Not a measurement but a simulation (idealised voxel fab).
The following process module bears the name voxel transistor to metal.
Section cut is 150 nm wide and gridded with 5 nm square cells.
Heads up, the way a cross-section reads in here is a grid of square cells, handed over as bands from the top down, with every band being one or more rows of cells. Band: top height; bottom height; in nm. Then, left to right: material with width in nm, for each material. "throughout": a single material spanning edge to edge. "empty": empty space. Basically, 0 is our baseline, since under it the wafer straight out of the box is all one material. The bottom band has no lower end and keeps on going down, so it looks like "0 nm and below". When a width is written as two numbers, as in "30 to 40", the first number is the width in the top row of cells of the band and the second is the width in its bottom row, and the width changes by the same amount from each row to the next. A step reported as "no modification" is a step in which no cell of the cross-section changed. Look at "Unvented cavities" for the closed voids: empty spaces with no open path to the top, sized 8 cells or up. Each is width x height at distance, distance from the left edge, all nm. Heads up: the bit after the settings on a step's line is the simulator's remark on that step. What "overlay nm" on a step's line means: if the step has a mask, that mask lay this far to the right of its planned place, or, when the value is negative, to the left.
PLANNED STEP LIST FOR THE PROCESS
1. RECEIVE [material Si]
2. CONFORMAL_DEP [material SiO2] [thk nm 5]
3. CONFORMAL_DEP [material SiN] [thk nm 15]
4. DIRECTIONAL_DEP [material aC] [thk nm 5]
5. PATTERN [tone cover] [mask id ACTIVE] [material resist] [width nm 105] [thk nm 30] [overlay nm 0]
6. DIRECTIONAL_ETCH [etch materials aC] [depth nm 10]
7. STRIP [etch materials resist]
8. DIRECTIONAL_ETCH [etch materials SiN] [depth nm 15]
9. DIRECTIONAL_ETCH [etch materials SiO2] [depth nm 5]
10. DIRECTIONAL_ETCH [etch materials Si] [depth nm 35]
11. STRIP [etch materials aC]
12. OXIDIZE [depth nm 5]
13. FILL_DEP [material SiO2] [thk nm 5]
14. CMP [height nm 20]
15. SELECTIVE_ETCH [etch materials SiO2] [depth nm 5]
16. STRIP [etch materials SiN]
17. SELECTIVE_ETCH [etch materials SiO2] [depth nm 5]
18. OXIDIZE [depth nm 5]
19. DIRECTIONAL_DEP [material polySi] [thk nm 20]
20. DIRECTIONAL_DEP [material SiCN] [thk nm 15]
21. MASKED_ETCH [tone cover] [mask id GATE] [width nm 25] [etch materials SiCN] [depth nm 25] [overlay nm 0]
22. MASKED_ETCH [tone cover] [mask id GATE] [width nm 25] [etch materials polySi] [depth nm 30] [overlay nm 0]
23. CONFORMAL_DEP [material SiO2] [thk nm 5]
24. DIRECTIONAL_ETCH [etch materials SiO2] [depth nm 5]
25. CONFORMAL_DEP [material SiN] [thk nm 5]
26. DIRECTIONAL_ETCH [etch materials SiN] [depth nm 5]
27. DIRECTIONAL_ETCH [etch materials SiO2] [depth nm 5]
28. DIRECTIONAL_ETCH [etch materials Si] [depth nm 10]
29. EPI [material pSi] [thk nm 15]
30. FILL_DEP [material SiO2] [thk nm 10]
31. CMP [height nm 35]
32. DIRECTIONAL_DEP [material SiO2] [thk nm 10]
33. PATTERN [tone open] [mask id CONTACT] [material resist] [width nm 30] [pitch nm 65] [thk nm 15] [overlay nm 0]
34. DIRECTIONAL_ETCH [etch materials SiO2] [depth nm 45]
35. STRIP [etch materials resist]
36. CONFORMAL_DEP [material TiN] [thk nm 5]
37. FILL_DEP [material W] [thk nm 5]
38. CMP [height nm 45]
39. DIRECTIONAL_DEP [material TiN] [thk nm 5]
40. DIRECTIONAL_DEP [material W] [thk nm 15]
41. PATTERN [tone cover] [mask id METAL_1] [material resist] [width nm 20] [pitch nm 75] [thk nm 20] [overlay nm 0]
42. DIRECTIONAL_ETCH [etch materials W] [depth nm 15]
43. DIRECTIONAL_ETCH [etch materials TiN] [depth nm 5]
44. STRIP [etch materials resist]
45. FILL_DEP [material lowk] [thk nm 10]
46. CMP [height nm 65]
47. CONFORMAL_DEP [material SiCN] [thk nm 5]
Among the wafers covered here, the point of difference is the thk nm at step 4; their starting state is shared, and the plan presents the value of the first wafer.
THE FIRST OF SEVERAL WAFERS, AS RECEIVED AFTER STEP 1, SEEN IN SECTION
> 0 nm and below: Si throughout
> Unvented cavities: none
WHAT FOLLOWS IS A TABLE IN WHICH EACH WAFER OCCUPIES A ROW; FOR THE WAFER AS IT STANDS AT THE CLOSE OF THE MODULE, THE ROW STATES, MATERIAL BY MATERIAL, HOW MANY CELLS HAVE BEEN GAINED (+) OR LOST (-) SINCE RECEIPT, AND THEN GIVES ITS CLOSED VOIDS
thk nm 5; -127 Si; +45 SiCN; +18 SiN; +220 SiO2; +52 TiN; +62 W; +88 lowk; +42 pSi; +20 polySi; Unvented cavities: none
thk nm 10; -127 Si; +45 SiCN; +18 SiN; +220 SiO2; +52 TiN; +62 W; +88 lowk; +42 pSi; +20 polySi; Unvented cavities: none
thk nm 15; -72 Si; +45 SiCN; +14 SiN; +136 SiO2; +52 TiN; +62 W; +88 lowk; +75 pSi; +20 polySi; Unvented cavities: none
thk nm 20; -72 Si; +45 SiCN; +14 SiN; +136 SiO2; +52 TiN; +62 W; +88 lowk; +75 pSi; +20 polySi; Unvented cavities: none
thk nm 25; -72 Si; +45 SiCN; +14 SiN; +136 SiO2; +52 TiN; +62 W; +88 lowk; +75 pSi; +20 polySi; Unvented cavities: none
